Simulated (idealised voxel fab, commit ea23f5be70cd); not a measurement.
The following is a process module called voxel plated lines.
Each square cell in cross-section cut measures 5 nm, and the section as a whole is 240 nm wide.
How to read a cross-section here: the picture is a grid of square cells, written as bands going from the top down, and any band can span one or more rows of cells.
In this notation a band is specified by the heights of its top and bottom, in that order and in nm, after which its materials appear from left to right, each paired with its width in nm. The word "edge to edge" attached to a single material means that material fills the band from edge to edge; the word "air" stands for empty space.
A quick word on heights: they are counted from 0, and under that level the wafer as it came to us is one material throughout. The lowest band is different from the rest in having no bottom; it simply continues downward, written as in "z 0 and below".
Width: "30->40" (first number = top row, second number = bottom row, same change from row to row of cells).
The designation "no alteration", where it is given for a processing step, indicates that no cell of the cross-section was altered in the course of that step.
Look at "Trapped cavities" for the closed voids: empty spaces with no open path to the top, sized 8 cells or up. Each is width x height at distance, distance from the left edge, all nm.
Step line, after settings: the simulator's comment on this step.
Among the settings permitted on a step's line is "overlay nm"; applied to a step with a mask, it specifies the extent to which the mask lay to the right of its planned position, whereas a negative figure signifies a position to the left.
-- Steps in the process plan
1 RECEIVE with material Si
2 CONFORMAL_DEP with material SiO2, thk nm 5
3 DIRECTIONAL_DEP with material TiN, thk nm 5
4 PATTERN with tone open, mask id LINES, material resist, width nm 30, pitch nm 45, thk nm 35, overlay nm 0
5 EPI with material Ru, thk nm 10
6 EPI with material Ru, thk nm 10
7 EPI with material Ru, thk nm 10
8 STRIP with etch materials resist
9 DIRECTIONAL_ETCH with etch materials TiN, depth nm 5
10 CONFORMAL_DEP with material SiCN, thk nm 5
-- Delivered wafer in cross-section: state after step 1
> z 0 and below = Si edge to edge
> Trapped cavities: none
-- Figure: cross-sectional view of the wafer upon completion of the module, processed from the initial state and according to the plan depicted above, with one error introduced during execution
> z 45 to 40 = air: 60; SiCN: 40; air: 5; SiCN: 40; air: 5; SiCN: 40; air: 50
> z 40 to 10 = air: 60; SiCN: 5; Ru: 30; SiCN: 5; air: 5; SiCN: 5; Ru: 30; SiCN: 5; air: 5; SiCN: 5; Ru: 30; SiCN: 5; air: 50
> z 10 to 5 = SiCN: 65; TiN: 30; SiCN: 15; TiN: 30; SiCN: 15; TiN: 30; SiCN: 55
> z 5 to 0 = SiO2 edge to edge
> z 0 and below = Si edge to edge
> Trapped cavities: none
Finding, execution versus plan: step 4 was run on a setting that differed from the plan, and what really ran there is PATTERN with tone open, mask id LINES, material resist, width nm 30, pitch nm 45, thk nm 35, overlay nm 5
